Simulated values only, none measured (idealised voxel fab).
process module | voxel wiring stack
cross-section cut | 180 nm wide | cells 5 nm
A cross-section is a grid of square cells, given in bands from the top down. A band is one or more rows of cells.
Each band's line starts with the height of the band's top and of its bottom, in nm. Then come its materials from left to right, each with its width in nm. One material with "throughout" fills the band from edge to edge. "air" is empty space.
Height 0 is the level under which the wafer as received is all one material. The lowest band goes on downwards, as in "0 down".
A width such as "30 to 40" changes by the same amount from each row of cells to the next, from the band's top row to its bottom row.
"no change" after a step means that no cell of the cross-section changed.
closed voids: empty space of 8 cells or more with no open way to the top, each as width x height at its distance from the left edge, in nm
after a step's settings: what the simulator itself notes on the step
overlay nm, on a step with a mask: how far to the right of its planned place the mask lay; to the left if negative
plan
1 op RECEIVE | material Si
2 op CONFORMAL_DEP | material SiO2 | thk nm 10
3 op DIRECTIONAL_DEP | material TiN | thk nm 5
4 op DIRECTIONAL_DEP | material Ru | thk nm 20
5 op PATTERN | tone cover | mask id METAL_1 | material resist | width nm 30 | pitch nm 45 | thk nm 15 | overlay nm 0
6 op DIRECTIONAL_ETCH | etch materials Ru | depth nm 20
7 op DIRECTIONAL_ETCH | etch materials TiN | depth nm 5
8 op STRIP | etch materials resist
9 op FILL_DEP | material lowk | thk nm 5
10 op CMP | height nm 35
11 op CONFORMAL_DEP | material SiCN | thk nm 5
12 op DIRECTIONAL_DEP | material lowk | thk nm 15
13 op MASKED_ETCH | tone open | mask id PLUG_1 | width nm 15 | pitch nm 45 | etch materials lowk | depth nm 15 | overlay nm 0
14 op MASKED_ETCH | tone open | mask id PLUG_1 | width nm 15 | pitch nm 45 | etch materials SiCN | depth nm 5 | overlay nm 0
15 op CONFORMAL_DEP | material TiN | thk nm 5
16 op FILL_DEP | material Cu | thk nm 5
17 op CMP | height nm 55
18 op DIRECTIONAL_DEP | material TiN | thk nm 5
19 op DIRECTIONAL_DEP | material W | thk nm 25
20 op DIRECTIONAL_DEP | material aC | thk nm 15
21 op PATTERN | tone cover | mask id METAL_2 | material resist | width nm 30 | pitch nm 45 | thk nm 35 | overlay nm 0
22 op DIRECTIONAL_ETCH | etch materials aC | depth nm 15
23 op STRIP | etch materials resist
24 op DIRECTIONAL_ETCH | etch materials W | depth nm 25
25 op DIRECTIONAL_ETCH | etch materials TiN | depth nm 5
26 op STRIP | etch materials aC
27 op CONFORMAL_DEP | material SiN | thk nm 5
28 op FILL_DEP | material lowk | thk nm 10
29 op CMP | height nm 85
30 op CONFORMAL_DEP | material SiCN | thk nm 5
31 op DIRECTIONAL_DEP | material lowk | thk nm 10
32 op MASKED_ETCH | tone open | mask id PLUG_2 | width nm 15 | etch materials lowk | depth nm 10 | overlay nm 0
33 op MASKED_ETCH | tone open | mask id PLUG_2 | width nm 15 | etch materials SiCN | depth nm 5 | overlay nm 0
34 op EPI | material Ru | thk nm 10
35 op EPI | material Ru | thk nm 5
36 op DIRECTIONAL_DEP | material TiN | thk nm 5
37 op DIRECTIONAL_DEP | material W | thk nm 25
38 op MASKED_ETCH | tone cover | mask id METAL_3 | width nm 30 | pitch nm 45 | etch materials W | depth nm 25 | overlay nm 0
39 op MASKED_ETCH | tone cover | mask id METAL_3 | width nm 30 | pitch nm 45 | etch materials TiN | depth nm 5 | overlay nm 0
40 op FILL_DEP | material lowk | thk nm 5
41 op CMP | height nm 130
42 op CONFORMAL_DEP | material SiN | thk nm 5
as received, after step 1
  0 down: Si throughout
  closed voids: none
a wafer at the end: this start, this plan, one mistake
  135 to 130: SiN throughout
  130 to 115: lowk 50 | W 30 | lowk 15 | W 30 | lowk 55
  115 to 110: lowk 50 | TiN 25 | W 5 | lowk 15 | W 30 | lowk 55
  110 to 105: lowk 40 | Ru 35 | W 5 | lowk 15 | W 30 | lowk 55
  105 to 100: lowk 40 | Ru 35 | TiN 5 | lowk 15 | TiN 30 | lowk 55
  100 to 90: lowk 50 | Ru 15 | lowk 115
  90 to 85: SiCN 50 | Ru 15 | SiCN 115
  85 to 60: lowk 45 | SiN 5 | W 30 | SiN 5 | lowk 5 | SiN 5 | W 30 | SiN 5 | lowk 50
  60 to 55: SiN 50 | TiN 30 | SiN 15 | TiN 30 | SiN 55
  55 to 40: lowk 50 | TiN 5 | Cu 5 | TiN 5 | lowk 30 | TiN 5 | Cu 5 | TiN 5 | lowk 70
  40 to 35: SiCN 50 | TiN 15 | SiCN 30 | TiN 15 | SiCN 70
  35 to 15: lowk 50 | Ru 30 | lowk 15 | Ru 30 | lowk 55
  15 to 10: lowk 50 | TiN 30 | lowk 15 | TiN 30 | lowk 55
  10 to 0: SiO2 throughout
  0 down: Si throughout
  closed voids: none
what went wrong: step 34 was run twice
